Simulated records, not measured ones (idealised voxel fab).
The following is a process module called voxel transistor to metal.
The width of the displayed cross-section, cut, is 285 nm; its cells are square, with a size of 5 nm.
Reading order for cross-sections: top band down to bottom band. Underlying form: a grid of square cells. Band size: one or more rows of cells. The band entry comprises the height of the band's top followed by the height of its bottom, expressed in nm, and subsequently the band's materials from left to right, each stated together with its width in nm. Where a single material is marked with the word "throughout", that material fills the band from edge to edge. The word "air" represents empty space. Heights from 0 (as-received wafer is one material below). Bottom band endless downward, as "from 0 down". Top row gets the first number, bottom row gets the second, and each row in between changes by the same step: that is how a band width like "30->40" works. For the purposes of this document, the phrase "no modifications" attached to a step denotes that no cell within the cross-section was modified by that step. Look at "Enclosed cavity list" for the closed voids: empty spaces with no open path to the top, sized 8 cells or up. Each is width x height at distance, distance from the left edge, all nm. That trailing text on a step's line, after the settings, is the simulator's own remark on the step. The optional step-line setting "overlay nm" applies to steps with a mask and quantifies how far to the right of its planned location the mask lay, a negative value indicating leftward placement. Layout of what follows: cross-section pairs, each bracketing one process step, the after cross-section shown only to the lowest band that changed, the step between and its settings noted under each pair. Pairs may originate in different runs of this module on the same starting wafer; a pair continues from the pair above only where its entry headed "Geometry before processing" says so.

### Geometry before processing
  from 65 to 35: SiO2=35, then air=15, then SiO2=50, then air=15, then SiO2=50, then air=15, then SiO2=50, then air=15, then SiO2=40
  from 35 to 20: SiO2=35, then air=15, then SiN=10, then SiO2=5, then SiCN=20, then SiO2=5, then SiN=10, then air=15, then SiO2=50, then air=15, then SiN=10, then SiO2=5, then SiCN=20, then SiO2=5, then SiN=10, then air=15, then SiO2=40
  from 20 to 10: SiO2=35, then air=15, then SiN=10, then SiO2=5, then polySi=20, then SiO2=5, then SiN=10, then air=15, then SiO2=50, then air=15, then SiN=10, then SiO2=5, then polySi=20, then SiO2=5, then SiN=10, then air=15, then SiO2=40
  from 10 to 0: SiO2=50, then SiN=10, then SiO2=5, then polySi=20, then SiO2=5, then SiN=10, then SiO2=80, then SiN=10, then SiO2=5, then polySi=20, then SiO2=5, then SiN=10, then SiO2=55
  from 0 to -5: SiO2=25, then SiN=10, then SiO2=15, then SiN=10, then SiO2=5, then polySi=20, then SiO2=5, then SiN=10, then SiO2=15, then SiN=10, then SiO2=30, then SiN=10, then SiO2=15, then SiN=10, then SiO2=5, then polySi=20, then SiO2=5, then SiN=10, then SiO2=15, then SiN=10, then SiO2=30
  from -5 to -10: SiO2=35, then pSi=15, then SiO2=50, then pSi=15, then SiO2=50, then pSi=15, then SiO2=50, then pSi=15, then SiO2=40
  from -10 to -35: SiO2=25, then Si=100, then SiO2=30, then Si=100, then SiO2=30
  from -35 down: Si throughout
  Enclosed cavity list: none

### State After Step
  from 70 to 65: TiN=40, then air=5, then TiN=60, then air=5, then TiN=60, then air=5, then TiN=60, then air=5, then TiN=45
  from 65 to 35: SiO2=35, then TiN=5, then air=5, then TiN=5, then SiO2=50, then TiN=5, then air=5, then TiN=5, then SiO2=50, then TiN=5, then air=5, then TiN=5, then SiO2=50, then TiN=5, then air=5, then TiN=5, then SiO2=40
  from 35 to 20: SiO2=35, then TiN=5, then air=5, then TiN=5, then SiN=10, then SiO2=5, then SiCN=20, then SiO2=5, then SiN=10, then TiN=5, then air=5, then TiN=5, then SiO2=50, then TiN=5, then air=5, then TiN=5, then SiN=10, then SiO2=5, then SiCN=20, then SiO2=5, then SiN=10, then TiN=5, then air=5, then TiN=5, then SiO2=40
  from 20 to 15: SiO2=35, then TiN=5, then air=5, then TiN=5, then SiN=10, then SiO2=5, then polySi=20, then SiO2=5, then SiN=10, then TiN=5, then air=5, then TiN=5, then SiO2=50, then TiN=5, then air=5, then TiN=5, then SiN=10, then SiO2=5, then polySi=20, then SiO2=5, then SiN=10, then TiN=5, then air=5, then TiN=5, then SiO2=40
  from 15 to 10: SiO2=35, then TiN=15, then SiN=10, then SiO2=5, then polySi=20, then SiO2=5, then SiN=10, then TiN=15, then SiO2=50, then TiN=15, then SiN=10, then SiO2=5, then polySi=20, then SiO2=5, then SiN=10, then TiN=15, then SiO2=40
  Below 10 it's all the same as before, nothing changed down there.
  Enclosed cavity list: none
Processing between the before and after sections above: CONFORMAL_DEP: material TiN, thk nm 5

Geometry before processing: The prior state of this step coincides with the post-step cross-section of the pair just above.

### State After Step
  from 75 to 70: Ru throughout
  from 70 to 65: TiN=40, then Ru=5, then TiN=60, then Ru=5, then TiN=60, then Ru=5, then TiN=60, then Ru=5, then TiN=45
  from 65 to 35: SiO2=35, then TiN=5, then Ru=5, then TiN=5, then SiO2=50, then TiN=5, then Ru=5, then TiN=5, then SiO2=50, then TiN=5, then Ru=5, then TiN=5, then SiO2=50, then TiN=5, then Ru=5, then TiN=5, then SiO2=40
  from 35 to 20: SiO2=35, then TiN=5, then Ru=5, then TiN=5, then SiN=10, then SiO2=5, then SiCN=20, then SiO2=5, then SiN=10, then TiN=5, then Ru=5, then TiN=5, then SiO2=50, then TiN=5, then Ru=5, then TiN=5, then SiN=10, then SiO2=5, then SiCN=20, then SiO2=5, then SiN=10, then TiN=5, then Ru=5, then TiN=5, then SiO2=40
  from 20 to 15: SiO2=35, then TiN=5, then Ru=5, then TiN=5, then SiN=10, then SiO2=5, then polySi=20, then SiO2=5, then SiN=10, then TiN=5, then Ru=5, then TiN=5, then SiO2=50, then TiN=5, then Ru=5, then TiN=5, then SiN=10, then SiO2=5, then polySi=20, then SiO2=5, then SiN=10, then TiN=5, then Ru=5, then TiN=5, then SiO2=40
  Below 15 it's all the same as before, nothing changed down there.
  Enclosed cavity list: none
Processing between the before and after sections above: FILL_DEP: material Ru, thk nm 5

Geometry before processing: The prior state of this step coincides with the post-step cross-section of the pair just above.

### State After Step
  from 50 to 35: SiO2=35, then TiN=5, then Ru=5, then TiN=5, then SiO2=50, then TiN=5, then Ru=5, then TiN=5, then SiO2=50, then TiN=5, then Ru=5, then TiN=5, then SiO2=50, then TiN=5, then Ru=5, then TiN=5, then SiO2=40
  Below 35 it's all the same as before, nothing changed down there.
  Enclosed cavity list: none
Processing between the before and after sections above: CMP: height nm 50

Geometry before processing: The prior state of this step coincides with the post-step cross-section of the pair just above.

### State After Step
  from 55 to 50: SiCN throughout
  Below 50 it's all the same as before, nothing changed down there.
  Enclosed cavity list: none
Processing between the before and after sections above: CONFORMAL_DEP: material SiCN, thk nm 5

Geometry before processing: The prior state of this step coincides with the post-step cross-section of the pair just above.

### State After Step
  from 75 to 55: lowk throughout
  Below 55 it's all the same as before, nothing changed down there.
  Enclosed cavity list: none
Processing between the before and after sections above: DIRECTIONAL_DEP: material lowk, thk nm 20

Geometry before processing: The prior state of this step coincides with the post-step cross-section of the pair just above.

### State After Step
  from 90 to 75: resist=35, then air=15, then resist=50, then air=15, then resist=50, then air=15, then resist=50, then air=15, then resist=40
  Below 75 it's all the same as before, nothing changed down there.
  Enclosed cavity list: none
Processing between the before and after sections above: PATTERN: tone open, mask id METAL_1, material resist, width nm 15, pitch nm 65, thk nm 15, overlay nm 0

Geometry before processing: The prior state of this step coincides with the post-step cross-section of the pair just above.

### State After Step
  from 90 to 75: resist=35, then air=15, then resist=50, then air=15, then resist=50, then air=15, then resist=50, then air=15, then resist=40
  from 75 to 55: lowk=35, then air=15, then lowk=50, then air=15, then lowk=50, then air=15, then lowk=50, then air=15, then lowk=40
  Below 55 it's all the same as before, nothing changed down there.
  Enclosed cavity list: none
Processing between the before and after sections above: DIRECTIONAL_ETCH: etch materials lowk, depth nm 20

Geometry before processing: The prior state of this step coincides with the post-step cross-section of the pair just above.

### State After Step
  from 90 to 75: resist=35, then air=15, then resist=50, then air=15, then resist=50, then air=15, then resist=50, then air=15, then resist=40
  from 75 to 55: lowk=35, then air=15, then lowk=50, then air=15, then lowk=50, then air=15, then lowk=50, then air=15, then lowk=40
  from 55 to 50: SiCN=35, then air=15, then SiCN=50, then air=15, then SiCN=50, then air=15, then SiCN=50, then air=15, then SiCN=40
  Below 50 it's all the same as before, nothing changed down there.
  Enclosed cavity list: none
Processing between the before and after sections above: DIRECTIONAL_ETCH: etch materials SiCN, depth nm 5

Geometry before processing: The prior state of this step coincides with the post-step cross-section of the pair just above.

### State After Step
  from 75 to 55: lowk=35, then air=15, then lowk=50, then air=15, then lowk=50, then air=15, then lowk=50, then air=15, then lowk=40
  Below 55 it's all the same as before, nothing changed down there.
  Enclosed cavity list: none
Processing between the before and after sections above: STRIP: etch materials resist

Geometry before processing: The prior state of this step coincides with the post-step cross-section of the pair just above.

### State After Step
  from 80 to 75: TiN=40, then air=5, then TiN=60, then air=5, then TiN=60, then air=5, then TiN=60, then air=5, then TiN=45
  from 75 to 55: lowk=35, then TiN=5, then air=5, then TiN=5, then lowk=50, then TiN=5, then air=5, then TiN=5, then lowk=50, then TiN=5, then air=5, then TiN=5, then lowk=50, then TiN=5, then air=5, then TiN=5, then lowk=40
  from 55 to 50: SiCN=35, then TiN=15, then SiCN=50, then TiN=15, then SiCN=50, then TiN=15, then SiCN=50, then TiN=15, then SiCN=40
  Below 50 it's all the same as before, nothing changed down there.
  Enclosed cavity list: none
Processing between the before and after sections above: CONFORMAL_DEP: material TiN, thk nm 5

Geometry before processing: The prior state of this step coincides with the post-step cross-section of the pair just above.

### State After Step
  from 90 to 80: W throughout
  from 80 to 75: TiN=40, then W=5, then TiN=60, then W=5, then TiN=60, then W=5, then TiN=60, then W=5, then TiN=45
  from 75 to 55: lowk=35, then TiN=5, then W=5, then TiN=5, then lowk=50, then TiN=5, then W=5, then TiN=5, then lowk=50, then TiN=5, then W=5, then TiN=5, then lowk=50, then TiN=5, then W=5, then TiN=5, then lowk=40
  Below 55 it's all the same as before, nothing changed down there.
  Enclosed cavity list: none
Processing between the before and after sections above: FILL_DEP: material W, thk nm 10

Geometry before processing: The prior state of this step coincides with the post-step cross-section of the pair just above.

### State After Step
  from 75 to 55: lowk=35, then TiN=5, then W=5, then TiN=5, then lowk=50, then TiN=5, then W=5, then TiN=5, then lowk=50, then TiN=5, then W=5, then TiN=5, then lowk=50, then TiN=5, then W=5, then TiN=5, then lowk=40
  Below 55 it's all the same as before, nothing changed down there.
  Enclosed cavity list: none
Processing between the before and after sections above: CMP: height nm 75

Geometry before processing: The prior state of this step coincides with the post-step cross-section of the pair just above.

### State After Step
  from 80 to 75: air=30, then Ru=25, then air=40, then Ru=25, then air=40, then Ru=25, then air=40, then Ru=25, then air=35
  Below 75 it's all the same as before, nothing changed down there.
  Enclosed cavity list: none
Processing between the before and after sections above: EPI: material Ru, thk nm 5

Geometry before processing: The prior state of this step coincides with the post-step cross-section of the pair just above.

### State After Step
  from 85 to 80: SiCN throughout
  from 80 to 75: SiCN=30, then Ru=25, then SiCN=40, then Ru=25, then SiCN=40, then Ru=25, then SiCN=40, then Ru=25, then SiCN=35
  Below 75 it's all the same as before, nothing changed down there.
  Enclosed cavity list: none
Processing between the before and after sections above: FILL_DEP: material SiCN, thk nm 5

### Geometry before processing
  from 50 to 35: SiO2=35, then TiN=5, then Ru=5, then TiN=5, then SiO2=50, then TiN=5, then Ru=5, then TiN=5, then SiO2=50, then TiN=5, then Ru=5, then TiN=5, then SiO2=50, then TiN=5, then Ru=5, then TiN=5, then SiO2=40
  from 35 to 20: SiO2=35, then TiN=5, then Ru=5, then TiN=5, then SiN=10, then SiO2=5, then SiCN=20, then SiO2=5, then SiN=10, then TiN=5, then Ru=5, then TiN=5, then SiO2=50, then TiN=5, then Ru=5, then TiN=5, then SiN=10, then SiO2=5, then SiCN=20, then SiO2=5, then SiN=10, then TiN=5, then Ru=5, then TiN=5, then SiO2=40
  from 20 to 0: SiO2=35, then TiN=5, then Ru=5, then TiN=5, then SiN=10, then SiO2=5, then polySi=20, then SiO2=5, then SiN=10, then TiN=5, then Ru=5, then TiN=5, then SiO2=50, then TiN=5, then Ru=5, then TiN=5, then SiN=10, then SiO2=5, then polySi=20, then SiO2=5, then SiN=10, then TiN=5, then Ru=5, then TiN=5, then SiO2=40
  from 0 to -5: SiO2=25, then SiN=10, then TiN=15, then SiN=10, then SiO2=5, then polySi=20, then SiO2=5, then SiN=10, then TiN=15, then SiN=10, then SiO2=30, then SiN=10, then TiN=15, then SiN=10, then SiO2=5, then polySi=20, then SiO2=5, then SiN=10, then TiN=15, then SiN=10, then SiO2=30
  from -5 to -10: SiO2=35, then pSi=15, then SiO2=50, then pSi=15, then SiO2=50, then pSi=15, then SiO2=50, then pSi=15, then SiO2=40
  from -10 to -35: SiO2=25, then Si=100, then SiO2=30, then Si=100, then SiO2=30
  from -35 down: Si throughout
  Enclosed cavity list: none

### State After Step
  from 70 to 50: lowk throughout
  Below 50 it's all the same as before, nothing changed down there.
  Enclosed cavity list: none
Processing between the before and after sections above: DIRECTIONAL_DEP: material lowk, thk nm 20

Geometry before processing: The prior state of this step coincides with the post-step cross-section of the pair just above.

### State After Step
  from 75 to 70: SiCN throughout
  Below 70 it's all the same as before, nothing changed down there.
  Enclosed cavity list: none
Processing between the before and after sections above: CONFORMAL_DEP: material SiCN, thk nm 5

Geometry before processing: The prior state of this step coincides with the post-step cross-section of the pair just above.

### State After Step
  from 90 to 75: resist=35, then air=15, then resist=50, then air=15, then resist=50, then air=15, then resist=50, then air=15, then resist=40
  Below 75 it's all the same as before, nothing changed down there.
  Enclosed cavity list: none
Processing between the before and after sections above: PATTERN: tone open, mask id METAL_1, material resist, width nm 15, pitch nm 65, thk nm 15, overlay nm 0

Geometry before processing: The prior state of this step coincides with the post-step cross-section of the pair just above.

### State After Step
  from 90 to 75: resist=35, then air=15, then resist=50, then air=15, then resist=50, then air=15, then resist=50, then air=15, then resist=40
  from 75 to 70: SiCN=35, then air=15, then SiCN=50, then air=15, then SiCN=50, then air=15, then SiCN=50, then air=15, then SiCN=40
  Below 70 it's all the same as before, nothing changed down there.
  Enclosed cavity list: none
Processing between the before and after sections above: DIRECTIONAL_ETCH: etch materials SiCN, depth nm 5

Geometry before processing: The prior state of this step coincides with the post-step cross-section of the pair just above.

### State After Step
  from 75 to 70: SiCN=35, then air=15, then SiCN=50, then air=15, then SiCN=50, then air=15, then SiCN=50, then air=15, then SiCN=40
  Below 70 it's all the same as before, nothing changed down there.
  Enclosed cavity list: none
Processing between the before and after sections above: STRIP: etch materials resist

Geometry before processing: The prior state of this step coincides with the post-step cross-section of the pair just above.

### State After Step
  from 80 to 75: TiN=40, then air=5, then TiN=60, then air=5, then TiN=60, then air=5, then TiN=60, then air=5, then TiN=45
  from 75 to 70: SiCN=35, then TiN=15, then SiCN=50, then TiN=15, then SiCN=50, then TiN=15, then SiCN=50, then TiN=15, then SiCN=40
  Below 70 it's all the same as before, nothing changed down there.
  Enclosed cavity list: none
Processing between the before and after sections above: CONFORMAL_DEP: material TiN, thk nm 5

Geometry before processing: The prior state of this step coincides with the post-step cross-section of the pair just above.

### State After Step
  from 90 to 80: W throughout
  from 80 to 75: TiN=40, then W=5, then TiN=60, then W=5, then TiN=60, then W=5, then TiN=60, then W=5, then TiN=45
  Below 75 it's all the same as before, nothing changed down there.
  Enclosed cavity list: none
Processing between the before and after sections above: FILL_DEP: material W, thk nm 10

Geometry before processing: The prior state of this step coincides with the post-step cross-section of the pair just above.

### State After Step
  from 75 to 70: SiCN=35, then TiN=15, then SiCN=50, then TiN=15, then SiCN=50, then TiN=15, then SiCN=50, then TiN=15, then SiCN=40
  Below 70 it's all the same as before, nothing changed down there.
  Enclosed cavity list: none
Processing between the before and after sections above: CMP: height nm 75

Geometry before processing: The prior state of this step coincides with the post-step cross-section of the pair just above.

### State After Step
  from 80 to 75: air=30, then Ru=25, then air=40, then Ru=25, then air=40, then Ru=25, then air=40, then Ru=25, then air=35
  Below 75 it's all the same as before, nothing changed down there.
  Enclosed cavity list: none
Processing between the before and after sections above: EPI: material Ru, thk nm 5

Geometry before processing: The prior state of this step coincides with the post-step cross-section of the pair just above.

### State After Step
  from 85 to 80: SiCN throughout
  from 80 to 75: SiCN=30, then Ru=25, then SiCN=40, then Ru=25, then SiCN=40, then Ru=25, then SiCN=40, then Ru=25, then SiCN=35
  Below 75 it's all the same as before, nothing changed down there.
  Enclosed cavity list: none
Processing between the before and after sections above: FILL_DEP: material SiCN, thk nm 5

### Geometry before processing
  from 0 to -5: SiO2=20, then air=110, then SiO2=20, then air=110, then SiO2=25
  from -5 to -10: SiO2 throughout
  from -10 to -35: SiO2=25, then Si=100, then SiO2=30, then Si=100, then SiO2=30
  from -35 down: Si throughout
  Enclosed cavity list: none

### State After Step
  from 15 to 10: polySi=20, then air=110, then polySi=20, then air=110, then polySi=25
  from 10 to 0: polySi throughout
  from 0 to -5: SiO2=20, then polySi=110, then SiO2=20, then polySi=110, then SiO2=25
  Below -5 it's all the same as before, nothing changed down there.
  Enclosed cavity list: none
Processing between the before and after sections above: DIRECTIONAL_DEP: material polySi, thk nm 15

Geometry before processing: The prior state of this step coincides with the post-step cross-section of the pair just above.

### State After Step
  from 30 to 25: SiCN=20, then air=110, then SiCN=20, then air=110, then SiCN=25
  from 25 to 15: SiCN throughout
  from 15 to 10: polySi=20, then SiCN=110, then polySi=20, then SiCN=110, then polySi=25
  Below 10 it's all the same as before, nothing changed down there.
  Enclosed cavity list: none
Processing between the before and after sections above: DIRECTIONAL_DEP: material SiCN, thk nm 15

Geometry before processing: The prior state of this step coincides with the post-step cross-section of the pair just above.

### State After Step
  from 45 to 40: aC=20, then air=110, then aC=20, then air=110, then aC=25
  from 40 to 30: aC throughout
  from 30 to 25: SiCN=20, then aC=110, then SiCN=20, then aC=110, then SiCN=25
  Below 25 it's all the same as before, nothing changed down there.
  Enclosed cavity list: none
Processing between the before and after sections above: DIRECTIONAL_DEP: material aC, thk nm 15

Geometry before processing: The prior state of this step coincides with the post-step cross-section of the pair just above.

### State After Step
  from 80 to 45: air=65, then resist=20, then air=110, then resist=20, then air=70
  from 45 to 40: aC=20, then air=45, then resist=20, then air=45, then aC=20, then air=45, then resist=20, then air=45, then aC=25
  Below 40 it's all the same as before, nothing changed down there.
  Enclosed cavity list: none
Processing between the before and after sections above: PATTERN: tone cover, mask id GATE, material resist, width nm 20, pitch nm 130, thk nm 35, overlay nm 0

Geometry before processing: The prior state of this step coincides with the post-step cross-section of the pair just above.

### State After Step
  from 65 to 40: air=65, then resist=20, then air=110, then resist=20, then air=70
  from 40 to 30: air=65, then aC=20, then air=110, then aC=20, then air=70
  from 30 to 25: SiCN=20, then air=45, then aC=20, then air=45, then SiCN=20, then air=45, then aC=20, then air=45, then SiCN=25
  Below 25 it's all the same as before, nothing changed down there.
  Enclosed cavity list: none
Processing between the before and after sections above: DIRECTIONAL_ETCH: etch materials aC, depth nm 15

Geometry before processing: The prior state of this step coincides with the post-step cross-section of the pair just above.

### State After Step
  from 40 to 30: air=65, then aC=20, then air=110, then aC=20, then air=70
  Below 30 it's all the same as before, nothing changed down there.
  Enclosed cavity list: none
Processing between the before and after sections above: STRIP: etch materials resist

Geometry before processing: The prior state of this step coincides with the post-step cross-section of the pair just above.

### State After Step
  from 40 to 25: air=65, then aC=20, then air=110, then aC=20, then air=70
  from 25 to 15: air=65, then SiCN=20, then air=110, then SiCN=20, then air=70
  from 15 to 10: polySi=20, then air=45, then SiCN=20, then air=45, then polySi=20, then air=45, then SiCN=20, then air=45, then polySi=25
  Below 10 it's all the same as before, nothing changed down there.
  Enclosed cavity list: none
Processing between the before and after sections above: DIRECTIONAL_ETCH: etch materials SiCN, depth nm 25

Geometry before processing: The prior state of this step coincides with the post-step cross-section of the pair just above.

### State After Step
  from 40 to 25: air=65, then aC=20, then air=110, then aC=20, then air=70
  from 25 to 10: air=65, then SiCN=20, then air=110, then SiCN=20, then air=70
  from 10 to 0: air=65, then polySi=20, then air=110, then polySi=20, then air=70
  from 0 to -5: SiO2=20, then air=45, then polySi=20, then air=45, then SiO2=20, then air=45, then polySi=20, then air=45, then SiO2=25
  Below -5 it's all the same as before, nothing changed down there.
  Enclosed cavity list: none
Processing between the before and after sections above: DIRECTIONAL_ETCH: etch materials polySi, depth nm 35

Geometry before processing: The prior state of this step coincides with the post-step cross-section of the pair just above.

### State After Step
  from 25 to 10: air=65, then SiCN=20, then air=110, then SiCN=20, then air=70
  Below 10 it's all the same as before, nothing changed down there.
  Enclosed cavity list: none
Processing between the before and after sections above: STRIP: etch materials aC

Geometry before processing: The prior state of this step coincides with the post-step cross-section of the pair just above.

### State After Step
  from 30 to 25: air=60, then SiO2=30, then air=100, then SiO2=30, then air=65
  from 25 to 10: air=60, then SiO2=5, then SiCN=20, then SiO2=5, then air=100, then SiO2=5, then SiCN=20, then SiO2=5, then air=65
  from 10 to 5: air=60, then SiO2=5, then polySi=20, then SiO2=5, then air=100, then SiO2=5, then polySi=20, then SiO2=5, then air=65
  from 5 to 0: SiO2=25, then air=35, then SiO2=5, then polySi=20, then SiO2=5, then air=35, then SiO2=30, then air=35, then SiO2=5, then polySi=20, then SiO2=5, then air=35, then SiO2=30
  from 0 to -5: SiO2=65, then polySi=20, then SiO2=110, then polySi=20, then SiO2=70
  Below -5 it's all the same as before, nothing changed down there.
  Enclosed cavity list: none
Processing between the before and after sections above: CONFORMAL_DEP: material SiO2, thk nm 5

Geometry before processing: The prior state of this step coincides with the post-step cross-section of the pair just above.

### State After Step
  from 25 to 10: air=60, then SiO2=5, then SiCN=20, then SiO2=5, then air=100, then SiO2=5, then SiCN=20, then SiO2=5, then air=65
  from 10 to 0: air=60, then SiO2=5, then polySi=20, then SiO2=5, then air=100, then SiO2=5, then polySi=20, then SiO2=5, then air=65
  from 0 to -5: SiO2=25, then air=35, then SiO2=5, then polySi=20, then SiO2=5, then air=35, then SiO2=30, then air=35, then SiO2=5, then polySi=20, then SiO2=5, then air=35, then SiO2=30
  Below -5 it's all the same as before, nothing changed down there.
  Enclosed cavity list: none
Processing between the before and after sections above: DIRECTIONAL_ETCH: etch materials SiO2, depth nm 5

Geometry before processing: The prior state of this step coincides with the post-step cross-section of the pair just above.

### State After Step
  from 35 to 25: air=50, then SiN=50, then air=80, then SiN=50, then air=55
  from 25 to 10: air=50, then SiN=10, then SiO2=5, then SiCN=20, then SiO2=5, then SiN=10, then air=80, then SiN=10, then SiO2=5, then SiCN=20, then SiO2=5, then SiN=10, then air=55
  from 10 to 5: SiN=35, then air=15, then SiN=10, then SiO2=5, then polySi=20, then SiO2=5, then SiN=10, then air=15, then SiN=50, then air=15, then SiN=10, then SiO2=5, then polySi=20, then SiO2=5, then SiN=10, then air=15, then SiN=40
  from 5 to 0: SiN=60, then SiO2=5, then polySi=20, then SiO2=5, then SiN=100, then SiO2=5, then polySi=20, then SiO2=5, then SiN=65
  from 0 to -5: SiO2=25, then SiN=35, then SiO2=5, then polySi=20, then SiO2=5, then SiN=35, then SiO2=30, then SiN=35, then SiO2=5, then polySi=20, then SiO2=5, then SiN=35, then SiO2=30
  Below -5 it's all the same as before, nothing changed down there.
  Enclosed cavity list: none
Processing between the before and after sections above: CONFORMAL_DEP: material SiN, thk nm 10

Geometry before processing: The prior state of this step coincides with the post-step cross-section of the pair just above.

### State After Step
  from 25 to 10: air=50, then SiN=10, then SiO2=5, then SiCN=20, then SiO2=5, then SiN=10, then air=80, then SiN=10, then SiO2=5, then SiCN=20, then SiO2=5, then SiN=10, then air=55
  from 10 to 0: air=50, then SiN=10, then SiO2=5, then polySi=20, then SiO2=5, then SiN=10, then air=80, then SiN=10, then SiO2=5, then polySi=20, then SiO2=5, then SiN=10, then air=55
  from 0 to -5: SiO2=25, then SiN=10, then air=15, then SiN=10, then SiO2=5, then polySi=20, then SiO2=5, then SiN=10, then air=15, then SiN=10, then SiO2=30, then SiN=10, then air=15, then SiN=10, then SiO2=5, then polySi=20, then SiO2=5, then SiN=10, then air=15, then SiN=10, then SiO2=30
  Below -5 it's all the same as before, nothing changed down there.
  Enclosed cavity list: none
Processing between the before and after sections above: DIRECTIONAL_ETCH: etch materials SiN, depth nm 10

Geometry before processing: The prior state of this step coincides with the post-step cross-section of the pair just above.

### State After Step
  from 25 to 20: air=50, then SiN=10, then air=5, then SiCN=20, then air=5, then SiN=10, then air=80, then SiN=10, then air=5, then SiCN=20, then air=5, then SiN=10, then air=55
  from 20 to 10: air=50, then SiN=10, then SiO2=5, then SiCN=20, then SiO2=5, then SiN=10, then air=80, then SiN=10, then SiO2=5, then SiCN=20, then SiO2=5, then SiN=10, then air=55
  from 10 to 0: air=50, then SiN=10, then SiO2=5, then polySi=20, then SiO2=5, then SiN=10, then air=80, then SiN=10, then SiO2=5, then polySi=20, then SiO2=5, then SiN=10, then air=55
  from 0 to -5: air=25, then SiN=10, then air=15, then SiN=10, then SiO2=5, then polySi=20, then SiO2=5, then SiN=10, then air=15, then SiN=10, then air=30, then SiN=10, then air=15, then SiN=10, then SiO2=5, then polySi=20, then SiO2=5, then SiN=10, then air=15, then SiN=10, then air=30
  from -5 to -10: SiO2=35, then air=15, then SiO2=50, then air=15, then SiO2=50, then air=15, then SiO2=50, then air=15, then SiO2=40
  Below -10 it's all the same as before, nothing changed down there.
  Enclosed cavity list: none
Processing between the before and after sections above: DIRECTIONAL_ETCH: etch materials SiO2, depth nm 5

Geometry before processing: The prior state of this step coincides with the post-step cross-section of the pair just above.

### State After Step
  from 25 to 20: air=50, then SiN=10, then air=5, then SiCN=20, then air=5, then SiN=10, then air=80, then SiN=10, then air=5, then SiCN=20, then air=5, then SiN=10, then air=55
  from 20 to 10: air=50, then SiN=10, then SiO2=5, then SiCN=20, then SiO2=5, then SiN=10, then air=80, then SiN=10, then SiO2=5, then SiCN=20, then SiO2=5, then SiN=10, then air=55
  from 10 to 0: air=50, then SiN=10, then SiO2=5, then polySi=20, then SiO2=5, then SiN=10, then air=80, then SiN=10, then SiO2=5, then polySi=20, then SiO2=5, then SiN=10, then air=55
  from 0 to -5: air=25, then SiN=10, then air=15, then SiN=10, then SiO2=5, then polySi=20, then SiO2=5, then SiN=10, then air=15, then SiN=10, then air=30, then SiN=10, then air=15, then SiN=10, then SiO2=5, then polySi=20, then SiO2=5, then SiN=10, then air=15, then SiN=10, then air=30
  from -5 to -10: SiO2=35, then pSi=15, then SiO2=50, then pSi=15, then SiO2=50, then pSi=15, then SiO2=50, then pSi=15, then SiO2=40
  Below -10 it's all the same as before, nothing changed down there.
  Enclosed cavity list: none
Processing between the before and after sections above: EPI: material pSi, thk nm 5

Geometry before processing: The prior state of this step coincides with the post-step cross-section of the pair just above.

### State After Step
  from 35 to 25: SiO2 throughout
  from 25 to 10: SiO2=50, then SiN=10, then SiO2=5, then SiCN=20, then SiO2=5, then SiN=10, then SiO2=80, then SiN=10, then SiO2=5, then SiCN=20, then SiO2=5, then SiN=10, then SiO2=55
  from 10 to 0: SiO2=50, then SiN=10, then SiO2=5, then polySi=20, then SiO2=5, then SiN=10, then SiO2=80, then SiN=10, then SiO2=5, then polySi=20, then SiO2=5, then SiN=10, then SiO2=55
  from 0 to -5: SiO2=25, then SiN=10, then SiO2=15, then SiN=10, then SiO2=5, then polySi=20, then SiO2=5, then SiN=10, then SiO2=15, then SiN=10, then SiO2=30, then SiN=10, then SiO2=15, then SiN=10, then SiO2=5, then polySi=20, then SiO2=5, then SiN=10, then SiO2=15, then SiN=10, then SiO2=30
  Below -5 it's all the same as before, nothing changed down there.
  Enclosed cavity list: none
Processing between the before and after sections above: FILL_DEP: material SiO2, thk nm 10

Geometry before processing: The prior state of this step coincides with the post-step cross-section of the pair just above.

### State After Step
  from 50 to 25: SiO2 throughout
  Below 25 it's all the same as before, nothing changed down there.
  Enclosed cavity list: none
Processing between the before and after sections above: DIRECTIONAL_DEP: material SiO2, thk nm 15

Geometry before processing: The prior state of this step coincides with the post-step cross-section of the pair just above.

### State After Step
  from 70 to 50: resist=35, then air=15, then resist=50, then air=15, then resist=50, then air=15, then resist=50, then air=15, then resist=40
  Below 50 it's all the same as before, nothing changed down there.
  Enclosed cavity list: none
Processing between the before and after sections above: PATTERN: tone open, mask id CONTACT, material resist, width nm 15, pitch nm 65, thk nm 20, overlay nm 0

Geometry before processing: The prior state of this step coincides with the post-step cross-section of the pair just above.

### State After Step
  from 70 to 50: resist=35, then air=15, then resist=50, then air=15, then resist=50, then air=15, then resist=50, then air=15, then resist=40
  from 50 to 25: SiO2=35, then air=15, then SiO2=50, then air=15, then SiO2=50, then air=15, then SiO2=50, then air=15, then SiO2=40
  from 25 to 10: SiO2=35, then air=15, then SiN=10, then SiO2=5, then SiCN=20, then SiO2=5, then SiN=10, then air=15, then SiO2=50, then air=15, then SiN=10, then SiO2=5, then SiCN=20, then SiO2=5, then SiN=10, then air=15, then SiO2=40
  from 10 to 0: SiO2=35, then air=15, then SiN=10, then SiO2=5, then polySi=20, then SiO2=5, then SiN=10, then air=15, then SiO2=50, then air=15, then SiN=10, then SiO2=5, then polySi=20, then SiO2=5, then SiN=10, then air=15, then SiO2=40
  from 0 to -5: SiO2=25, then SiN=10, then air=15, then SiN=10, then SiO2=5, then polySi=20, then SiO2=5, then SiN=10, then air=15, then SiN=10, then SiO2=30, then SiN=10, then air=15, then SiN=10, then SiO2=5, then polySi=20, then SiO2=5, then SiN=10, then air=15, then SiN=10, then SiO2=30
  Below -5 it's all the same as before, nothing changed down there.
  Enclosed cavity list: none
Processing between the before and after sections above: DIRECTIONAL_ETCH: etch materials SiO2, depth nm 55

Geometry before processing: The prior state of this step coincides with the post-step cross-section of the pair just above.

### State After Step
  from 50 to 25: SiO2=35, then air=15, then SiO2=50, then air=15, then SiO2=50, then air=15, then SiO2=50, then air=15, then SiO2=40
  Below 25 it's all the same as before, nothing changed down there.
  Enclosed cavity list: none
Processing between the before and after sections above: STRIP: etch materials resist
